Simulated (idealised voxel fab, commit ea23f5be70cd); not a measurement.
Name of the process module below: voxel self aligned contacts
The cross-section on display is named cut; it measures 200 nm wide, and its cells are 5 nm squares.
For the purposes of this document, a cross-section shall be understood as a grid of square cells, specified as bands listed in top-to-bottom order, each band consisting of one or more rows of cells.
First you get the band's top height and its bottom height, in nm, and then the materials it's made of, left to right, with each width in nm. If you see a single material with "throughout", that one covers the band edge to edge. "blank" is empty space.
It should be noted that heights are counted from 0, beneath which the wafer as supplied is of one material throughout, and that the lowest band possesses no lower boundary but continues downward, as written in "top 0, no bottom".
A width such as "30->40" changes by the same amount from each row of cells to the next, from the band's top row to its bottom row.
Basically "nothing got changed" means that step didn't change any cell in the cross-section.
"Unvented voids": empty spaces of 8 cells or more with no open way to the top, each given as width x height at distance, distance from the left edge, all in nm.
Anything after a step's settings on that line? It's the simulator's own note about the step.
"overlay nm" on a masked step: distance the mask lay right of its planned place, negative for left.

[The steps planned for the process are as follows]
1: RECEIVE | material Si
2: CONFORMAL_DEP | material SiO2 | thk nm 5
3: DIRECTIONAL_DEP | material polySi | thk nm 20
4: DIRECTIONAL_DEP | material SiN | thk nm 20
5: PATTERN | tone cover | mask id GATE | material resist | width nm 35 | pitch nm 70 | thk nm 20 | overlay nm 0
6: DIRECTIONAL_ETCH | etch materials SiN | depth nm 20
7: DIRECTIONAL_ETCH | etch materials polySi | depth nm 20
8: STRIP | etch materials resist
9: CONFORMAL_DEP | material SiN | thk nm 5
10: DIRECTIONAL_ETCH | etch materials SiN | depth nm 5
11: FILL_DEP | material SiO2 | thk nm 20
12: CMP | height nm 55
13: MASKED_ETCH | tone open | mask id CONTACT | width nm 55 | etch materials SiO2 | depth nm 55 | overlay nm 0
14: CONFORMAL_DEP | material TiN | thk nm 5
15: FILL_DEP | material Ru | thk nm 5
16: CMP | height nm 55
17: CONFORMAL_DEP | material SiN | thk nm 5

[First of two wafers, with the run carried out as planned]

[Step 1 complete: cross-section of the wafer as received]
  top 0, no bottom  Si throughout
  Unvented voids: none

[After step 2: wafer cross-section]
  top 5, bottom 0  SiO2 throughout
  Under 0: no change, same as before.

[After step 3: wafer cross-section]
  top 25, bottom 5  polySi throughout
  Under 5: no change, same as before.

[After step 4: wafer cross-section]
  top 45, bottom 25  SiN throughout
  Under 25: no change, same as before.

[After step 5: wafer cross-section]
  top 65, bottom 45  blank: 45, then resist: 35, then blank: 35, then resist: 35, then blank: 50
  Under 45: no change, same as before.

[After step 6: wafer cross-section]
  top 65, bottom 45  blank: 45, then resist: 35, then blank: 35, then resist: 35, then blank: 50
  top 45, bottom 25  blank: 45, then SiN: 35, then blank: 35, then SiN: 35, then blank: 50
  Under 25: no change, same as before.

[After step 7: wafer cross-section]
  top 65, bottom 45  blank: 45, then resist: 35, then blank: 35, then resist: 35, then blank: 50
  top 45, bottom 25  blank: 45, then SiN: 35, then blank: 35, then SiN: 35, then blank: 50
  top 25, bottom 5  blank: 45, then polySi: 35, then blank: 35, then polySi: 35, then blank: 50
  Under 5: no change, same as before.

[After step 8: wafer cross-section]
  top 45, bottom 25  blank: 45, then SiN: 35, then blank: 35, then SiN: 35, then blank: 50
  Under 25: no change, same as before.

[After step 9: wafer cross-section]
  top 50, bottom 25  blank: 40, then SiN: 45, then blank: 25, then SiN: 45, then blank: 45
  top 25, bottom 10  blank: 40, then SiN: 5, then polySi: 35, then SiN: 5, then blank: 25, then SiN: 5, then polySi: 35, then SiN: 5, then blank: 45
  top 10, bottom 5  SiN: 45, then polySi: 35, then SiN: 35, then polySi: 35, then SiN: 50
  Under 5: no change, same as before.

[After step 10: wafer cross-section]
  top 45, bottom 25  blank: 40, then SiN: 45, then blank: 25, then SiN: 45, then blank: 45
  top 25, bottom 5  blank: 40, then SiN: 5, then polySi: 35, then SiN: 5, then blank: 25, then SiN: 5, then polySi: 35, then SiN: 5, then blank: 45
  Under 5: no change, same as before.

[After step 11: wafer cross-section]
  top 65, bottom 45  SiO2 throughout
  top 45, bottom 25  SiO2: 40, then SiN: 45, then SiO2: 25, then SiN: 45, then SiO2: 45
  top 25, bottom 5  SiO2: 40, then SiN: 5, then polySi: 35, then SiN: 5, then SiO2: 25, then SiN: 5, then polySi: 35, then SiN: 5, then SiO2: 45
  Under 5: no change, same as before.

[After step 12: wafer cross-section]
  top 55, bottom 45  SiO2 throughout
  Under 45: no change, same as before.

[After step 13: wafer cross-section]
  top 55, bottom 45  SiO2: 70, then blank: 55, then SiO2: 75
  top 45, bottom 25  SiO2: 40, then SiN: 45, then blank: 25, then SiN: 45, then SiO2: 45
  top 25, bottom 5  SiO2: 40, then SiN: 5, then polySi: 35, then SiN: 5, then blank: 25, then SiN: 5, then polySi: 35, then SiN: 5, then SiO2: 45
  top 5, bottom 0  SiO2: 85, then blank: 25, then SiO2: 90
  Under 0: no change, same as before.

[After step 14: wafer cross-section]
  top 60, bottom 55  TiN: 75, then blank: 45, then TiN: 80
  top 55, bottom 45  SiO2: 70, then TiN: 5->20, then blank: 45->15, then TiN: 5->20, then SiO2: 75
  top 45, bottom 25  SiO2: 40, then SiN: 45, then TiN: 5, then blank: 15, then TiN: 5, then SiN: 45, then SiO2: 45
  top 25, bottom 5  SiO2: 40, then SiN: 5, then polySi: 35, then SiN: 5, then TiN: 5, then blank: 15, then TiN: 5, then SiN: 5, then polySi: 35, then SiN: 5, then SiO2: 45
  top 5, bottom 0  SiO2: 85, then TiN: 25, then SiO2: 90
  Under 0: no change, same as before.

[After step 15: wafer cross-section]
  top 65, bottom 60  Ru throughout
  top 60, bottom 55  TiN: 75, then Ru: 45, then TiN: 80
  top 55, bottom 45  SiO2: 70, then TiN: 5->20, then Ru: 45->15, then TiN: 5->20, then SiO2: 75
  top 45, bottom 25  SiO2: 40, then SiN: 45, then TiN: 5, then Ru: 15, then TiN: 5, then SiN: 45, then SiO2: 45
  top 25, bottom 5  SiO2: 40, then SiN: 5, then polySi: 35, then SiN: 5, then TiN: 5, then Ru: 15, then TiN: 5, then SiN: 5, then polySi: 35, then SiN: 5, then SiO2: 45
  Under 5: no change, same as before.

[After step 16: wafer cross-section]
  top 55, bottom 45  SiO2: 70, then TiN: 5->20, then Ru: 45->15, then TiN: 5->20, then SiO2: 75
  Under 45: no change, same as before.

[After step 17: wafer cross-section]
  top 60, bottom 55  SiN throughout
  Under 55: no change, same as before.

[It is to be noted that the second wafer proceeded from the same initial state and according to the same plan as the first, although one mistake was committed in its execution; through step 4, inclusive, the two wafers share an identical history]

[Second wafer at the planned finish of step 5, seen in cross-section]
  top 65, bottom 45  resist: 45, then blank: 35, then resist: 35, then blank: 35, then resist: 50
  Under 45: no change, same as before.

[Second wafer at the planned finish of step 6, seen in cross-section]
  top 65, bottom 45  resist: 45, then blank: 35, then resist: 35, then blank: 35, then resist: 50
  top 45, bottom 25  SiN: 45, then blank: 35, then SiN: 35, then blank: 35, then SiN: 50
  Under 25: no change, same as before.

[Second wafer at the planned finish of step 7, seen in cross-section]
  top 65, bottom 45  resist: 45, then blank: 35, then resist: 35, then blank: 35, then resist: 50
  top 45, bottom 25  SiN: 45, then blank: 35, then SiN: 35, then blank: 35, then SiN: 50
  top 25, bottom 5  polySi: 45, then blank: 35, then polySi: 35, then blank: 35, then polySi: 50
  Under 5: no change, same as before.

[Second wafer at the planned finish of step 8, seen in cross-section]
  top 45, bottom 25  SiN: 45, then blank: 35, then SiN: 35, then blank: 35, then SiN: 50
  Under 25: no change, same as before.

[Second wafer at the planned finish of step 9, seen in cross-section]
  top 50, bottom 25  SiN: 50, then blank: 25, then SiN: 45, then blank: 25, then SiN: 55
  top 25, bottom 10  polySi: 45, then SiN: 5, then blank: 25, then SiN: 5, then polySi: 35, then SiN: 5, then blank: 25, then SiN: 5, then polySi: 50
  top 10, bottom 5  polySi: 45, then SiN: 35, then polySi: 35, then SiN: 35, then polySi: 50
  Under 5: no change, same as before.

[Second wafer at the planned finish of step 10, seen in cross-section]
  top 45, bottom 25  SiN: 50, then blank: 25, then SiN: 45, then blank: 25, then SiN: 55
  top 25, bottom 5  polySi: 45, then SiN: 5, then blank: 25, then SiN: 5, then polySi: 35, then SiN: 5, then blank: 25, then SiN: 5, then polySi: 50
  Under 5: no change, same as before.

[Second wafer at the planned finish of step 11, seen in cross-section]
  top 65, bottom 45  SiO2 throughout
  top 45, bottom 25  SiN: 50, then SiO2: 25, then SiN: 45, then SiO2: 25, then SiN: 55
  top 25, bottom 5  polySi: 45, then SiN: 5, then SiO2: 25, then SiN: 5, then polySi: 35, then SiN: 5, then SiO2: 25, then SiN: 5, then polySi: 50
  Under 5: no change, same as before.

[Second wafer at the planned finish of step 12, seen in cross-section]
  top 55, bottom 45  SiO2 throughout
  Under 45: no change, same as before.

[Second wafer at the planned finish of step 13, seen in cross-section]
  top 55, bottom 45  SiO2: 70, then blank: 55, then SiO2: 75
  top 45, bottom 25  SiN: 50, then SiO2: 20, then blank: 5, then SiN: 45, then blank: 5, then SiO2: 20, then SiN: 55
  top 25, bottom 5  polySi: 45, then SiN: 5, then SiO2: 20, then blank: 5, then SiN: 5, then polySi: 35, then SiN: 5, then blank: 5, then SiO2: 20, then SiN: 5, then polySi: 50
  top 5, bottom 0  SiO2: 70, then blank: 5, then SiO2: 45, then blank: 5, then SiO2: 75
  Under 0: no change, same as before.

[Second wafer at the planned finish of step 14, seen in cross-section]
  top 60, bottom 55  TiN: 75, then blank: 45, then TiN: 80
  top 55, bottom 50  SiO2: 70, then TiN: 5, then blank: 45, then TiN: 5, then SiO2: 75
  top 50, bottom 45  SiO2: 70, then TiN: 55, then SiO2: 75
  top 45, bottom 25  SiN: 50, then SiO2: 20, then TiN: 5, then SiN: 45, then TiN: 5, then SiO2: 20, then SiN: 55
  top 25, bottom 5  polySi: 45, then SiN: 5, then SiO2: 20, then TiN: 5, then SiN: 5, then polySi: 35, then SiN: 5, then TiN: 5, then SiO2: 20, then SiN: 5, then polySi: 50
  top 5, bottom 0  SiO2: 70, then TiN: 5, then SiO2: 45, then TiN: 5, then SiO2: 75
  Under 0: no change, same as before.

[Second wafer at the planned finish of step 15, seen in cross-section]
  top 65, bottom 60  Ru throughout
  top 60, bottom 55  TiN: 75, then Ru: 45, then TiN: 80
  top 55, bottom 50  SiO2: 70, then TiN: 5, then Ru: 45, then TiN: 5, then SiO2: 75
  Under 50: no change, same as before.

[Second wafer at the planned finish of step 16, seen in cross-section]
  top 55, bottom 50  SiO2: 70, then TiN: 5, then Ru: 45, then TiN: 5, then SiO2: 75
  Under 50: no change, same as before.

[Second wafer at the planned finish of step 17, seen in cross-section]
  top 60, bottom 55  SiN throughout
  Under 55: no change, same as before.
In executing the process, a mistake was made relative to the plan: so step 5 ended up running with a different setting than we planned, it ran as PATTERN | tone open | mask id GATE | material resist | width nm 35 | pitch nm 70 | thk nm 20 | overlay nm 0
Count the cells at the end and the second wafer has more or fewer of some materials than the first: -27 Ru, +48 SiN, -69 SiO2, +48 polySi
